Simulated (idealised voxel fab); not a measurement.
process module | voxel transistor to metal
cross-section cut | 185 nm wide | cells 5 nm
A cross-section is a grid of square cells, given in bands from the top down. A band is one or more rows of cells.
Each band's line starts with the height of the band's top and of its bottom, in nm. Then come its materials from left to right, each with its width in nm. One material with "throughout" fills the band from edge to edge. "air" is empty space.
Height 0 is the level under which the wafer as received is all one material. The lowest band goes on downwards, as in "0 down".
A width such as "30 to 40" changes by the same amount from each row of cells to the next, from the band's top row to its bottom row.
"no change" after a step means that no cell of the cross-section changed.
closed voids: empty space of 8 cells or more with no open way to the top, each as width x height at its distance from the left edge, in nm
after a step's settings: what the simulator itself notes on the step
overlay nm, on a step with a mask: how far to the right of its planned place the mask lay; to the left if negative
plan
1 op RECEIVE | material Si
2 op CONFORMAL_DEP | material SiO2 | thk nm 5
3 op CONFORMAL_DEP | material SiN | thk nm 10
4 op MASKED_ETCH | tone cover | mask id ACTIVE | width nm 105 | etch materials SiN | depth nm 10 | overlay nm 0
5 op MASKED_ETCH | tone cover | mask id ACTIVE | width nm 105 | etch materials SiO2 | depth nm 5 | overlay nm 0
6 op MASKED_ETCH | tone cover | mask id ACTIVE | width nm 105 | etch materials Si | depth nm 20 | overlay nm 0
7 op OXIDIZE | depth nm 5
8 op FILL_DEP | material SiO2 | thk nm 5
9 op CMP | height nm 15
10 op SELECTIVE_ETCH | etch materials SiO2 | depth nm 10
11 op STRIP | etch materials SiN
12 op SELECTIVE_ETCH | etch materials SiO2 | depth nm 5
13 op OXIDIZE | depth nm 5
14 op DIRECTIONAL_DEP | material polySi | thk nm 25
15 op DIRECTIONAL_DEP | material SiCN | thk nm 15
16 op DIRECTIONAL_DEP | material aC | thk nm 10
17 op PATTERN | tone cover | mask id GATE | material resist | width nm 15 | thk nm 30 | overlay nm 0
18 op DIRECTIONAL_ETCH | etch materials aC | depth nm 10
19 op STRIP | etch materials resist
20 op DIRECTIONAL_ETCH | etch materials SiCN | depth nm 25
21 op DIRECTIONAL_ETCH | etch materials polySi | depth nm 35
22 op STRIP | etch materials aC
23 op CONFORMAL_DEP | material SiO2 | thk nm 5
24 op DIRECTIONAL_ETCH | etch materials SiO2 | depth nm 5
25 op CONFORMAL_DEP | material SiN | thk nm 5
26 op DIRECTIONAL_ETCH | etch materials SiN | depth nm 5
27 op DIRECTIONAL_ETCH | etch materials SiO2 | depth nm 5
28 op DIRECTIONAL_ETCH | etch materials Si | depth nm 5
29 op EPI | material pSi | thk nm 5
30 op FILL_DEP | material SiO2 | thk nm 10
31 op CMP | height nm 40
32 op DIRECTIONAL_DEP | material SiO2 | thk nm 10
33 op PATTERN | tone open | mask id CONTACT | material resist | width nm 20 | pitch nm 75 | thk nm 15 | overlay nm 0
34 op DIRECTIONAL_ETCH | etch materials SiO2 | depth nm 50
35 op STRIP | etch materials resist
36 op CONFORMAL_DEP | material TiN | thk nm 5
37 op FILL_DEP | material W | thk nm 10
38 op CMP | height nm 50
39 op DIRECTIONAL_DEP | material TiN | thk nm 5
40 op DIRECTIONAL_DEP | material Ru | thk nm 25
41 op DIRECTIONAL_DEP | material aC | thk nm 10
42 op PATTERN | tone cover | mask id METAL_1 | material resist | width nm 20 | pitch nm 75 | thk nm 30 | overlay nm 0
43 op DIRECTIONAL_ETCH | etch materials aC | depth nm 10
44 op STRIP | etch materials resist
45 op DIRECTIONAL_ETCH | etch materials Ru | depth nm 25
46 op DIRECTIONAL_ETCH | etch materials TiN | depth nm 5
47 op STRIP | etch materials aC
48 op CONFORMAL_DEP | material SiN | thk nm 5
49 op FILL_DEP | material lowk | thk nm 5
50 op CMP | height nm 80
51 op CONFORMAL_DEP | material SiCN | thk nm 5
varied across the wafers: thk nm of step 29. The plan shows the first wafer's value. All wafers start alike
first wafer as received, after step 1
  0 down: Si throughout
  closed voids: none
first wafer at the end, after step 51
  85 to 80: SiCN throughout
  80 to 55: lowk 40 | SiN 5 | Ru 20 | SiN 5 | lowk 45 | SiN 5 | Ru 20 | SiN 5 | lowk 40
  55 to 50: SiN 45 | TiN 20 | SiN 55 | TiN 20 | SiN 45
  50 to 40: SiO2 45 | TiN 5 | W 10 | TiN 5 | SiO2 55 | TiN 5 | W 10 | TiN 5 | SiO2 45
  40 to 25: SiO2 45 | TiN 5 | W 10 | TiN 5 | SiO2 10 | SiN 5 | SiO2 5 | SiCN 15 | SiO2 5 | SiN 5 | SiO2 10 | TiN 5 | W 10 | TiN 5 | SiO2 45
  25 to 5: SiO2 45 | TiN 5 | W 10 | TiN 5 | SiO2 10 | SiN 5 | SiO2 5 | polySi 15 | SiO2 5 | SiN 5 | SiO2 10 | TiN 5 | W 10 | TiN 5 | SiO2 45
  5 to 0: SiO2 45 | TiN 20 | SiO2 10 | SiN 5 | SiO2 5 | polySi 15 | SiO2 5 | SiN 5 | SiO2 10 | TiN 20 | SiO2 45
  0 to -5: SiO2 70 | pSi 5 | SiO2 35 | pSi 5 | SiO2 70
  -5 to -10: SiO2 45 | pSi 30 | Si 35 | pSi 30 | SiO2 45
  -10 to -25: SiO2 45 | Si 95 | SiO2 45
  -25 down: Si throughout
  closed voids: none
last wafer at the end
  85 to 80: SiCN throughout
  80 to 55: lowk 40 | SiN 5 | Ru 20 | SiN 5 | lowk 45 | SiN 5 | Ru 20 | SiN 5 | lowk 40
  55 to 50: SiN 45 | TiN 20 | SiN 55 | TiN 20 | SiN 45
  50 to 40: SiO2 45 | TiN 5 | W 10 | TiN 5 | SiO2 55 | TiN 5 | W 10 | TiN 5 | SiO2 45
  40 to 25: SiO2 45 | TiN 5 | W 10 | TiN 5 | SiO2 10 | SiN 5 | SiO2 5 | SiCN 15 | SiO2 5 | SiN 5 | SiO2 10 | TiN 5 | W 10 | TiN 5 | SiO2 45
  25 to 20: SiO2 45 | TiN 20 | SiO2 10 | SiN 5 | SiO2 5 | polySi 15 | SiO2 5 | SiN 5 | SiO2 10 | TiN 20 | SiO2 45
  20 to 15: SiO2 45 | TiN 5 | pSi 25 | SiN 5 | SiO2 5 | polySi 15 | SiO2 5 | SiN 5 | pSi 25 | TiN 5 | SiO2 45
  15 to 0: SiO2 25 | pSi 50 | SiN 5 | SiO2 5 | polySi 15 | SiO2 5 | SiN 5 | pSi 50 | SiO2 25
  0 to -5: SiO2 25 | pSi 50 | SiO2 35 | pSi 50 | SiO2 25
  -5 to -10: SiO2 45 | pSi 30 | Si 35 | pSi 30 | SiO2 45
  -10 to -25: SiO2 45 | Si 95 | SiO2 45
  -25 down: Si throughout
  closed voids: none
each wafer at the end: cells of each material gained (+) or lost (-) since it was received, then its closed voids
thk nm 5 | +40 Ru | -121 Si | +46 SiCN | +65 SiN | +357 SiO2 | +52 TiN | +36 W | +125 lowk | +14 pSi | +15 polySi | closed voids: none
thk nm 10 | +40 Ru | -121 Si | +46 SiCN | +65 SiN | +341 SiO2 | +52 TiN | +36 W | +125 lowk | +30 pSi | +15 polySi | closed voids: none
thk nm 15 | +40 Ru | -121 Si | +46 SiCN | +65 SiN | +331 SiO2 | +48 TiN | +30 W | +125 lowk | +50 pSi | +15 polySi | closed voids: none
thk nm 20 | +40 Ru | -121 Si | +46 SiCN | +65 SiN | +317 SiO2 | +44 TiN | +24 W | +125 lowk | +74 pSi | +15 polySi | closed voids: none
thk nm 25 | +40 Ru | -121 Si | +46 SiCN | +65 SiN | +299 SiO2 | +38 TiN | +20 W | +125 lowk | +102 pSi | +15 polySi | closed voids: none
